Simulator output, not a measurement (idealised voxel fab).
process module | voxel local oxidation
cross-section cut | 265 nm wide | cells 5 nm
Cross-section spec: square-cell grid; bands listed top down; each band is one or more rows.
This entry defines a band. It first specifies the height of the band's top and the height of its bottom in nm, and then specifies the band's materials from left to right, stating each material with its width in nm. The word "everywhere" identifies a single material that fills the band from edge to edge, while the word "blank" identifies empty space.
Zero point of the height axis is 0; under it, received wafer = one material. Lowest band: continues down indefinitely, "0 nm and below".
The expression "30 to 40" gives the width at the extremes of the band, the first number at its top row of cells and the second at its bottom row, with the width changing by equal amounts from each row to the next in between.
Key: "no alterations made" - step with no changed cell in the cross-section.
This entry, "Sealed cavities", enumerates those empty regions of no fewer than 8 cells that possess no open connection to the top. Each region is reported in the form width x height at distance, the distance being taken from the left edge, with all three quantities expressed in nm.
Heads up: the bit after the settings on a step's line is the simulator's remark on that step.
overlay nm: step with mask; distance mask lay right of planned place; negative value = left of planned place.
### The steps planned for the process are as follows
| 1 | RECEIVE,material Si |
| 2 | CONFORMAL_DEP,material SiO2,thk nm 5 |
| 3 | CONFORMAL_DEP,material SiN,thk nm 15 |
| 4 | MASKED_ETCH,tone cover,mask id ACTIVE,width nm 95,pitch nm 120,etch materials SiN,depth nm 15,overlay nm 0 |
| 5 | SELECTIVE_ETCH,etch materials SiO2,depth nm 5 |
| 6 | OXIDIZE,depth nm 10 |
| 7 | STRIP,etch materials SiN |
### The first of the two wafers, which ran as planned
### Cross-section, incoming material, after step 1
    0 nm and below  Si everywhere
    Sealed cavities: none
### Presented here is a cross-section of the wafer after step 2 has been performed
    5 nm to 0 nm  SiO2 everywhere
    Beneath the level 0, the cross-section is identical to its previous state.
### Presented here is a cross-section of the wafer after step 3 has been performed
    20 nm to 5 nm  SiN everywhere
    Beneath the level 5, the cross-section is identical to its previous state.
### Presented here is a cross-section of the wafer after step 4 has been performed
    20 nm to 5 nm  25 blank, then 95 SiN, then 25 blank, then 95 SiN, then 25 blank
    Beneath the level 5, the cross-section is identical to its previous state.
### Presented here is a cross-section of the wafer after step 5 has been performed
    20 nm to 5 nm  25 blank, then 95 SiN, then 25 blank, then 95 SiN, then 25 blank
    5 nm to 0 nm  30 blank, then 85 SiO2, then 35 blank, then 85 SiO2, then 30 blank
    Beneath the level 0, the cross-section is identical to its previous state.
### Presented here is a cross-section of the wafer after step 6 has been performed
    20 nm to 5 nm  25 blank, then 95 SiN, then 25 blank, then 95 SiN, then 25 blank
    5 nm to 0 nm  30 blank, then 85 SiO2, then 35 blank, then 85 SiO2, then 30 blank
    0 nm to -10 nm  40 SiO2, then 65 Si, then 55 SiO2, then 65 Si, then 40 SiO2
    Beneath the level -10, the cross-section is identical to its previous state.
### Presented here is a cross-section of the wafer after step 7 has been performed
    5 nm to 0 nm  30 blank, then 85 SiO2, then 35 blank, then 85 SiO2, then 30 blank
    Beneath the level 0, the cross-section is identical to its previous state.
### Wafer two of two - same starting point, same process plan, one mistake in execution; matches wafer one up to and including step 6
### Cross-sectional view of the second wafer at the intended end time of process step 7
    0 nm to -10 nm  40 blank, then 65 Si, then 55 blank, then 65 Si, then 40 blank
    Beneath the level -10, the cross-section is identical to its previous state.
Heads up, the wafer didn't run the way we planned it: step 7 did not use the planned setting and instead ran as STRIP,etch materials SiO2
Upon completion, the second wafer contains, in terms of cells, a greater or smaller amount of certain materials than the first wafer: SiO2: 88 fewer
